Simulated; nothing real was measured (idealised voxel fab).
Proc. module: voxel ribs on slabs
Section shown: cut. Width: 250 nm. Cell size: 5 nm, square.
For the purposes of this document, a cross-section shall be understood as a grid of square cells, specified as bands listed in top-to-bottom order, each band consisting of one or more rows of cells. For a band, the entry starts with two heights in nm, that of the top and then that of the bottom, and carries on with the band's materials in order from left to right, each alongside its width in nm; the word "everywhere" beside a single material means it fills the band edge to edge, and "air" means empty space. All heights in this document are referenced to 0, defined as the level beneath which the wafer, as received, consists entirely of one material. The lowest band is not bounded below; it extends indefinitely downward and is written in the form "top 0, no bottom". Width: "30 to 40" (first number = top row, second number = bottom row, same change from row to row of cells). Any step labelled "nothing altered" changed none of the cells in the cross-section. "Entrapped voids" means: voids of 8 cells or more that are shut off from the top with no open way through. Written width x height at distance, distance from the left edge, in nm. Step line, after settings: the simulator's comment on this step. The line of a step may include "overlay nm". On a step with a mask, this value is how far to the right of its planned place the mask lay. A negative value means the mask lay to the left.
-- List of planned process steps
1. RECEIVE | material Si
2. DIRECTIONAL_DEP | material SiO2 | thk nm 25
3. DIRECTIONAL_DEP | material SiN | thk nm 15
4. MASKED_ETCH | tone cover | mask id RIB | width nm 20 | etch materials SiN | depth nm 10 | overlay nm 0
5. MASKED_ETCH | tone cover | mask id SLAB | width nm 60 | etch materials SiN | depth nm 5 | overlay nm 0
6. FILL_DEP | material SiO2 | thk nm 20
7. CMP | height nm 50
8. DIRECTIONAL_DEP | material TiN | thk nm 5
9. MASKED_ETCH | tone cover | mask id HEATER | width nm 30 | etch materials TiN | depth nm 5 | overlay nm 0
10. CONFORMAL_DEP | material SiO2 | thk nm 5
-- Received-state cross-section, reflecting completion of step 1
> top 0, no bottom  Si everywhere
> Entrapped voids: none
-- Starting structure and process plan are as shown above, but one mistake was made in running the module; the wafer cross-section at the end of the module follows
> top 60, bottom 55  air=105 | SiO2=40 | air=105
> top 55, bottom 50  SiO2=110 | TiN=30 | SiO2=110
> top 50, bottom 40  SiO2 everywhere
> top 40, bottom 35  SiO2=95 | SiN=20 | SiO2=20 | SiN=20 | SiO2=95
> top 35, bottom 30  SiN=115 | SiO2=20 | SiN=115
> top 30, bottom 25  SiN everywhere
> top 25, bottom 0  SiO2 everywhere
> top 0, no bottom  Si everywhere
> Entrapped voids: none
What broke from the plan during processing? it should be noted that step 4 was executed with settings other than those planned, the operation and settings actually applied being MASKED_ETCH | tone open | mask id RIB | width nm 20 | etch materials SiN | depth nm 10 | overlay nm 0
